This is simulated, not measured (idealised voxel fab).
process module | voxel self aligned contacts
Cross-section cut: width 235 nm, square cells of 5 nm.
Cross-section = grid of square cells, listed top down in bands; band = one or more rows.
Band: top height; bottom height; in nm. Then, left to right: material with width in nm, for each material. "throughout": a single material spanning edge to edge. "air": empty space.
Heights are reckoned from 0. Under this level, the received wafer is all of one material. The bottommost band is open-ended downward, for example "0..down".
It should be noted that a width expressed as "30 to 40" varies in equal increments from row to row of cells within the band, taking the value of the first number at the top row and that of the second number at the bottom row.
"no modifications" for a step: no cell of the cross-section changed in that step.
Enclosed voids (no open way to top), threshold 8 cells or more, entry "Enclosed void listing", notation width x height at distance, distance from left edge, nm.
What comes after the settings on a step's line is commentary from the simulator itself on that step.
You can add "overlay nm" to a step's line. For a step with a mask, it describes how far the mask lay to the right of its planned position, and a negative number describes a lay to the left.
How should the pairs below be read? Each gives the cross-section before one process step and the cross-section after it, the latter drawn only to the lowest band that changed; the step that lies between them, with its settings, appears under the pair. Does a pair pick up where the pair above left off? Only where its entry headed "Status quo ante" says so, since pairs can come from different runs of this module on the same starting wafer.

## Status quo ante
	50..40  SiO2 throughout
	40..20  55 SiO2, 50 SiN, 20 SiO2, 50 SiN, 60 SiO2
	20..0  50 SiO2, 10 SiN, 40 polySi, 10 SiN, 10 SiO2, 10 SiN, 40 polySi, 10 SiN, 55 SiO2
	0..-5  SiO2 throughout
	-5..down  Si throughout
	Enclosed void listing: none

## Post-Step Appearance
	45..40  SiO2 throughout
	Whatever lies below 40 is exactly as it was before.
	Enclosed void listing: none
Looking at the two cross-sections above, the step in the middle is CMP [height nm 45]

Status quo ante: This step starts from the configuration shown after the step in the pair immediately above.

## Post-Step Appearance
	55..45  aC throughout
	Whatever lies below 45 is exactly as it was before.
	Enclosed void listing: none
Looking at the two cross-sections above, the step in the middle is DIRECTIONAL_DEP [material aC] [thk nm 10]

Status quo ante: This step starts from the configuration shown after the step in the pair immediately above.

## Post-Step Appearance
	85..55  90 resist, 50 air, 95 resist
	Whatever lies below 55 is exactly as it was before.
	Enclosed void listing: none
Looking at the two cross-sections above, the step in the middle is PATTERN [tone open] [mask id CONTACT] [material resist] [width nm 50] [thk nm 30] [overlay nm 0]

Status quo ante: This step starts from the configuration shown after the step in the pair immediately above.

## Post-Step Appearance
	75..55  90 resist, 50 air, 95 resist
	55..45  90 aC, 50 air, 95 aC
	Whatever lies below 45 is exactly as it was before.
	Enclosed void listing: none
Looking at the two cross-sections above, the step in the middle is DIRECTIONAL_ETCH [etch materials aC] [depth nm 10]

Status quo ante: This step starts from the configuration shown after the step in the pair immediately above.

## Post-Step Appearance
	55..45  90 aC, 50 air, 95 aC
	Whatever lies below 45 is exactly as it was before.
	Enclosed void listing: none
Looking at the two cross-sections above, the step in the middle is STRIP [etch materials resist]

Status quo ante: This step starts from the configuration shown after the step in the pair immediately above.

## Post-Step Appearance
	55..45  90 aC, 50 air, 95 aC
	45..40  90 SiO2, 50 air, 95 SiO2
	40..20  55 SiO2, 50 SiN, 20 air, 50 SiN, 60 SiO2
	20..0  50 SiO2, 10 SiN, 40 polySi, 10 SiN, 10 air, 10 SiN, 40 polySi, 10 SiN, 55 SiO2
	0..-5  110 SiO2, 10 air, 115 SiO2
	Whatever lies below -5 is exactly as it was before.
	Enclosed void listing: none
Looking at the two cross-sections above, the step in the middle is DIRECTIONAL_ETCH [etch materials SiO2] [depth nm 50]

Status quo ante: This step starts from the configuration shown after the step in the pair immediately above.

## Post-Step Appearance
	45..40  90 SiO2, 50 air, 95 SiO2
	Whatever lies below 40 is exactly as it was before.
	Enclosed void listing: none
Looking at the two cross-sections above, the step in the middle is STRIP [etch materials aC]

Status quo ante: This step starts from the configuration shown after the step in the pair immediately above.

## Post-Step Appearance
	50..45  95 TiN, 40 air, 100 TiN
	45..40  90 SiO2, 20 TiN, 10 air, 20 TiN, 95 SiO2
	40..25  55 SiO2, 50 SiN, 5 TiN, 10 air, 5 TiN, 50 SiN, 60 SiO2
	25..20  55 SiO2, 50 SiN, 20 TiN, 50 SiN, 60 SiO2
	20..0  50 SiO2, 10 SiN, 40 polySi, 10 SiN, 10 TiN, 10 SiN, 40 polySi, 10 SiN, 55 SiO2
	0..-5  110 SiO2, 10 TiN, 115 SiO2
	Whatever lies below -5 is exactly as it was before.
	Enclosed void listing: none
Looking at the two cross-sections above, the step in the middle is CONFORMAL_DEP [material TiN] [thk nm 5]

Status quo ante: This step starts from the configuration shown after the step in the pair immediately above.

## Post-Step Appearance
	60..50  Ru throughout
	50..45  95 TiN, 40 Ru, 100 TiN
	45..40  90 SiO2, 20 TiN, 10 Ru, 20 TiN, 95 SiO2
	40..25  55 SiO2, 50 SiN, 5 TiN, 10 Ru, 5 TiN, 50 SiN, 60 SiO2
	Whatever lies below 25 is exactly as it was before.
	Enclosed void listing: none
Looking at the two cross-sections above, the step in the middle is FILL_DEP [material Ru] [thk nm 10]

Status quo ante: This step starts from the configuration shown after the step in the pair immediately above.

## Post-Step Appearance
	45..40  90 SiO2, 20 TiN, 10 Ru, 20 TiN, 95 SiO2
	Whatever lies below 40 is exactly as it was before.
	Enclosed void listing: none
Looking at the two cross-sections above, the step in the middle is CMP [height nm 45]

Status quo ante: This step starts from the configuration shown after the step in the pair immediately above.

## Post-Step Appearance
	50..45  SiN throughout
	Whatever lies below 45 is exactly as it was before.
	Enclosed void listing: none
Looking at the two cross-sections above, the step in the middle is CONFORMAL_DEP [material SiN] [thk nm 5]

## Status quo ante
	55..45  aC throughout
	45..40  SiO2 throughout
	40..20  55 SiO2, 50 SiN, 20 SiO2, 50 SiN, 60 SiO2
	20..0  55 SiO2, 10 SiN, 30 polySi, 10 SiN, 20 SiO2, 10 SiN, 30 polySi, 10 SiN, 60 SiO2
	0..-5  SiO2 throughout
	-5..down  Si throughout
	Enclosed void listing: none

## Post-Step Appearance
	85..55  80 resist, 50 air, 105 resist
	Whatever lies below 55 is exactly as it was before.
	Enclosed void listing: none
Looking at the two cross-sections above, the step in the middle is PATTERN [tone open] [mask id CONTACT] [material resist] [width nm 50] [thk nm 30] [overlay nm -10]

Status quo ante: This step starts from the configuration shown after the step in the pair immediately above.

## Post-Step Appearance
	75..55  80 resist, 50 air, 105 resist
	55..45  80 aC, 50 air, 105 aC
	Whatever lies below 45 is exactly as it was before.
	Enclosed void listing: none
Looking at the two cross-sections above, the step in the middle is DIRECTIONAL_ETCH [etch materials aC] [depth nm 10]

Status quo ante: This step starts from the configuration shown after the step in the pair immediately above.

## Post-Step Appearance
	55..45  80 aC, 50 air, 105 aC
	Whatever lies below 45 is exactly as it was before.
	Enclosed void listing: none
Looking at the two cross-sections above, the step in the middle is STRIP [etch materials resist]

Status quo ante: This step starts from the configuration shown after the step in the pair immediately above.

## Post-Step Appearance
	55..45  80 aC, 50 air, 105 aC
	45..40  80 SiO2, 50 air, 105 SiO2
	40..20  55 SiO2, 50 SiN, 20 air, 50 SiN, 60 SiO2
	20..0  55 SiO2, 10 SiN, 30 polySi, 10 SiN, 20 air, 10 SiN, 30 polySi, 10 SiN, 60 SiO2
	0..-5  105 SiO2, 20 air, 110 SiO2
	Whatever lies below -5 is exactly as it was before.
	Enclosed void listing: none
Looking at the two cross-sections above, the step in the middle is DIRECTIONAL_ETCH [etch materials SiO2] [depth nm 50]

Status quo ante: This step starts from the configuration shown after the step in the pair immediately above.

## Post-Step Appearance
	45..40  80 SiO2, 50 air, 105 SiO2
	Whatever lies below 40 is exactly as it was before.
	Enclosed void listing: none
Looking at the two cross-sections above, the step in the middle is STRIP [etch materials aC]

Status quo ante: This step starts from the configuration shown after the step in the pair immediately above.

## Post-Step Appearance
	50..45  85 TiN, 40 air, 110 TiN
	45..40  80 SiO2, 30 TiN, 10 air, 10 TiN, 105 SiO2
	40..20  55 SiO2, 50 SiN, 5 TiN, 10 air, 5 TiN, 50 SiN, 60 SiO2
	20..0  55 SiO2, 10 SiN, 30 polySi, 10 SiN, 5 TiN, 10 air, 5 TiN, 10 SiN, 30 polySi, 10 SiN, 60 SiO2
	0..-5  105 SiO2, 20 TiN, 110 SiO2
	Whatever lies below -5 is exactly as it was before.
	Enclosed void listing: none
Looking at the two cross-sections above, the step in the middle is CONFORMAL_DEP [material TiN] [thk nm 5]

Status quo ante: This step starts from the configuration shown after the step in the pair immediately above.

## Post-Step Appearance
	60..50  Ru throughout
	50..45  85 TiN, 40 Ru, 110 TiN
	45..40  80 SiO2, 30 TiN, 10 Ru, 10 TiN, 105 SiO2
	40..20  55 SiO2, 50 SiN, 5 TiN, 10 Ru, 5 TiN, 50 SiN, 60 SiO2
	20..0  55 SiO2, 10 SiN, 30 polySi, 10 SiN, 5 TiN, 10 Ru, 5 TiN, 10 SiN, 30 polySi, 10 SiN, 60 SiO2
	Whatever lies below 0 is exactly as it was before.
	Enclosed void listing: none
Looking at the two cross-sections above, the step in the middle is FILL_DEP [material Ru] [thk nm 10]

Status quo ante: This step starts from the configuration shown after the step in the pair immediately above.

## Post-Step Appearance
	45..40  80 SiO2, 30 TiN, 10 Ru, 10 TiN, 105 SiO2
	Whatever lies below 40 is exactly as it was before.
	Enclosed void listing: none
Looking at the two cross-sections above, the step in the middle is CMP [height nm 45]

Status quo ante: This step starts from the configuration shown after the step in the pair immediately above.

## Post-Step Appearance
	50..45  SiN throughout
	Whatever lies below 45 is exactly as it was before.
	Enclosed void listing: none
Looking at the two cross-sections above, the step in the middle is CONFORMAL_DEP [material SiN] [thk nm 5]

## Status quo ante
	45..40  90 SiO2, 20 TiN, 10 Ru, 20 TiN, 95 SiO2
	40..20  55 SiO2, 50 SiN, 5 TiN, 10 Ru, 5 TiN, 50 SiN, 60 SiO2
	20..0  55 SiO2, 10 SiN, 30 polySi, 10 SiN, 5 TiN, 10 Ru, 5 TiN, 10 SiN, 30 polySi, 10 SiN, 60 SiO2
	0..-5  105 SiO2, 20 TiN, 110 SiO2
	-5..down  Si throughout
	Enclosed void listing: none

## Post-Step Appearance
	50..45  Ru throughout
	Whatever lies below 45 is exactly as it was before.
	Enclosed void listing: none
Looking at the two cross-sections above, the step in the middle is CONFORMAL_DEP [material Ru] [thk nm 5]

## Status quo ante
	40..20  SiN throughout
	20..0  polySi throughout
	0..-5  SiO2 throughout
	-5..down  Si throughout
	Enclosed void listing: none

## Post-Step Appearance
	40..20  65 SiN, 30 air, 40 SiN, 30 air, 70 SiN
	Whatever lies below 20 is exactly as it was before.
	Enclosed void listing: none
Looking at the two cross-sections above, the step in the middle is MASKED_ETCH [tone open] [mask id GATE] [width nm 30] [pitch nm 70] [etch materials SiN] [depth nm 20] [overlay nm 0]

Status quo ante: This step starts from the configuration shown after the step in the pair immediately above.

## Post-Step Appearance
	50..30  75 SiN, 10 air, 60 SiN, 10 air, 80 SiN
	30..20  SiN throughout
	Whatever lies below 20 is exactly as it was before.
	Enclosed void listing: none
Looking at the two cross-sections above, the step in the middle is CONFORMAL_DEP [material SiN] [thk nm 10]

Status quo ante: This step starts from the configuration shown after the step in the pair immediately above.

## Post-Step Appearance
	40..20  75 SiN, 10 air, 60 SiN, 10 air, 80 SiN
	Whatever lies below 20 is exactly as it was before.
	Enclosed void listing: none
Looking at the two cross-sections above, the step in the middle is DIRECTIONAL_ETCH [etch materials SiN] [depth nm 10]

Status quo ante: This step starts from the configuration shown after the step in the pair immediately above.

## Post-Step Appearance
	50..40  SiO2 throughout
	40..20  75 SiN, 10 SiO2, 60 SiN, 10 SiO2, 80 SiN
	Whatever lies below 20 is exactly as it was before.
	Enclosed void listing: none
Looking at the two cross-sections above, the step in the middle is FILL_DEP [material SiO2] [thk nm 10]

Status quo ante: This step starts from the configuration shown after the step in the pair immediately above.

## Post-Step Appearance
	45..40  SiO2 throughout
	Whatever lies below 40 is exactly as it was before.
	Enclosed void listing: none
Looking at the two cross-sections above, the step in the middle is CMP [height nm 45]

Status quo ante: This step starts from the configuration shown after the step in the pair immediately above.

## Post-Step Appearance
	55..45  aC throughout
	Whatever lies below 45 is exactly as it was before.
	Enclosed void listing: none
Looking at the two cross-sections above, the step in the middle is DIRECTIONAL_DEP [material aC] [thk nm 10]

Status quo ante: This step starts from the configuration shown after the step in the pair immediately above.

## Post-Step Appearance
	85..55  90 resist, 50 air, 95 resist
	Whatever lies below 55 is exactly as it was before.
	Enclosed void listing: none
Looking at the two cross-sections above, the step in the middle is PATTERN [tone open] [mask id CONTACT] [material resist] [width nm 50] [thk nm 30] [overlay nm 0]

Status quo ante: This step starts from the configuration shown after the step in the pair immediately above.

## Post-Step Appearance
	75..55  90 resist, 50 air, 95 resist
	55..45  90 aC, 50 air, 95 aC
	Whatever lies below 45 is exactly as it was before.
	Enclosed void listing: none
Looking at the two cross-sections above, the step in the middle is DIRECTIONAL_ETCH [etch materials aC] [depth nm 10]

Status quo ante: This step starts from the configuration shown after the step in the pair immediately above.

## Post-Step Appearance
	55..45  90 aC, 50 air, 95 aC
	Whatever lies below 45 is exactly as it was before.
	Enclosed void listing: none
Looking at the two cross-sections above, the step in the middle is STRIP [etch materials resist]

Status quo ante: This step starts from the configuration shown after the step in the pair immediately above.

## Post-Step Appearance
	55..45  90 aC, 50 air, 95 aC
	45..40  90 SiO2, 50 air, 95 SiO2
	Whatever lies below 40 is exactly as it was before.
	Enclosed void listing: none
Looking at the two cross-sections above, the step in the middle is DIRECTIONAL_ETCH [etch materials SiO2] [depth nm 50]

Status quo ante: This step starts from the configuration shown after the step in the pair immediately above.

## Post-Step Appearance
	45..40  90 SiO2, 50 air, 95 SiO2
	Whatever lies below 40 is exactly as it was before.
	Enclosed void listing: none
Looking at the two cross-sections above, the step in the middle is STRIP [etch materials aC]

Status quo ante: This step starts from the configuration shown after the step in the pair immediately above.

## Post-Step Appearance
	50..45  95 TiN, 40 air, 100 TiN
	45..40  90 SiO2, 50 TiN, 95 SiO2
	Whatever lies below 40 is exactly as it was before.
	Enclosed void listing: none
Looking at the two cross-sections above, the step in the middle is CONFORMAL_DEP [material TiN] [thk nm 5]

Status quo ante: This step starts from the configuration shown after the step in the pair immediately above.

## Post-Step Appearance
	60..50  Ru throughout
	50..45  95 TiN, 40 Ru, 100 TiN
	Whatever lies below 45 is exactly as it was before.
	Enclosed void listing: none
Looking at the two cross-sections above, the step in the middle is FILL_DEP [material Ru] [thk nm 10]

Status quo ante: This step starts from the configuration shown after the step in the pair immediately above.

## Post-Step Appearance
	45..40  90 SiO2, 50 TiN, 95 SiO2
	Whatever lies below 40 is exactly as it was before.
	Enclosed void listing: none
Looking at the two cross-sections above, the step in the middle is CMP [height nm 45]

Status quo ante: This step starts from the configuration shown after the step in the pair immediately above.

## Post-Step Appearance
	50..45  SiN throughout
	Whatever lies below 45 is exactly as it was before.
	Enclosed void listing: none
Looking at the two cross-sections above, the step in the middle is CONFORMAL_DEP [material SiN] [thk nm 5]
